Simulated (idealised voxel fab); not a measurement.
You're looking at the process module voxel gate over fins.
Pictured: cross-section cut, 235 nm wide, on a grid of 5 nm square cells.
Cross-sections here: square-cell grids, written as top-down lists of bands, a band being one or more rows of cells.
Read a band's entry like this: the first values are the height of its top and the height of its bottom in nm, and what follows is the sequence of materials from left to right, each with its width in nm. Note that "empty" is empty space, and that a single material marked "full width" reaches across the band from edge to edge.
Below 0: as-received wafer, all one material; heights counted from there. Lowest band: no bottom, goes on down, written "0 and below".
Think of "30..40" as a width that walks from the first number to the second as you go down the band, top row to bottom row, taking equal-sized steps from row to row.
A step reported as "no change" is a step in which no cell of the cross-section changed.
"Closed void listing": sealed empty spaces, 8 cells or more, no open way to top, listed width x height at distance, with distance from the left edge and width, height and distance in nm.
It should be noted that, on the line of a given step, the content following the step's settings is a remark produced by the simulator itself with respect to that step.
overlay nm: mask offset rightward from planned place, masked step; negative means leftward offset.

Listed below are the process steps as planned:
1: op RECEIVE | material Si
2: op CONFORMAL_DEP | material SiN | thk nm 10
3: op MASKED_ETCH | tone cover | mask id FINS | width nm 15 | pitch nm 50 | etch materials SiN | depth nm 10 | overlay nm 0
4: op MASKED_ETCH | tone cover | mask id FINS | width nm 15 | pitch nm 50 | etch materials Si | depth nm 30 | overlay nm 0
5: op OXIDIZE | depth nm 5
6: op FILL_DEP | material SiO2 | thk nm 10
7: op CMP | height nm 10
8: op PATTERN | tone open | mask id RAIL | material resist | width nm 15 | thk nm 15 | overlay nm 0
9: op DIRECTIONAL_ETCH | etch materials SiO2 | depth nm 35
10: op STRIP | etch materials resist
11: op CONFORMAL_DEP | material TiN | thk nm 5
12: op FILL_DEP | material W | thk nm 5
13: op CMP | height nm 10
14: op SELECTIVE_ETCH | etch materials W Ru TiN | depth nm 30
15: op FILL_DEP | material SiO2 | thk nm 5
16: op CMP | height nm 10
17: op SELECTIVE_ETCH | etch materials SiO2 | depth nm 20
18: op STRIP | etch materials SiN
19: op CONFORMAL_DEP | material HfO2 | thk nm 5
20: op CONFORMAL_DEP | material TiN | thk nm 5
21: op CONFORMAL_DEP | material TiAl | thk nm 5
22: op CONFORMAL_DEP | material TiN | thk nm 5
23: op FILL_DEP | material W | thk nm 10
24: op CMP | height nm 25
25: op CONFORMAL_DEP | material SiN | thk nm 5

Cross-section of the incoming wafer, state after step 1:
* 0 and below | Si full width
* Closed void listing: none

Starting wafer: above. Plan: above. Run: one mistake. Cross-section after the module: below:
* 30 down to 25 | SiN full width
* 25 down to 15 | W full width
* 15 down to 10 | W=25, then TiN=35, then W=15, then TiN=35, then W=15, then TiN=35, then W=15, then TiN=35, then W=25
* 10 down to 5 | W=25, then TiN=5, then TiAl=25, then TiN=5, then W=15, then TiN=5, then TiAl=25, then TiN=5, then W=15, then TiN=5, then TiAl=25, then TiN=5, then W=15, then TiN=5, then TiAl=25, then TiN=5, then W=25
* 5 down to 0 | TiN=30, then TiAl=5, then TiN=15, then TiAl=5, then TiN=25, then TiAl=5, then TiN=15, then TiAl=5, then TiN=25, then TiAl=5, then TiN=15, then TiAl=5, then TiN=25, then TiAl=5, then TiN=15, then TiAl=5, then TiN=30
* 0 down to -5 | TiAl=35, then TiN=5, then Si=5, then TiN=5, then TiAl=35, then TiN=5, then Si=5, then TiN=5, then TiAl=35, then TiN=5, then Si=5, then TiN=5, then TiAl=35, then TiN=5, then Si=5, then TiN=5, then TiAl=35
* -5 down to -10 | TiN=40, then Si=5, then TiN=45, then Si=5, then TiN=45, then Si=5, then TiN=45, then Si=5, then TiN=40
* -10 down to -20 | SiO2=40, then Si=5, then SiO2=45, then Si=5, then SiO2=45, then Si=5, then SiO2=45, then Si=5, then SiO2=40
* -20 down to -25 | SiO2=40, then Si=5, then SiO2=15, then TiN=15, then SiO2=15, then Si=5, then SiO2=45, then Si=5, then SiO2=45, then Si=5, then SiO2=40
* -25 down to -35 | SiO2=40, then Si=5, then SiO2=45, then Si=5, then SiO2=45, then Si=5, then SiO2=45, then Si=5, then SiO2=40
* -35 and below | Si full width
* Closed void listing: none
Plan not followed: skipped: plan step 19 (never run)
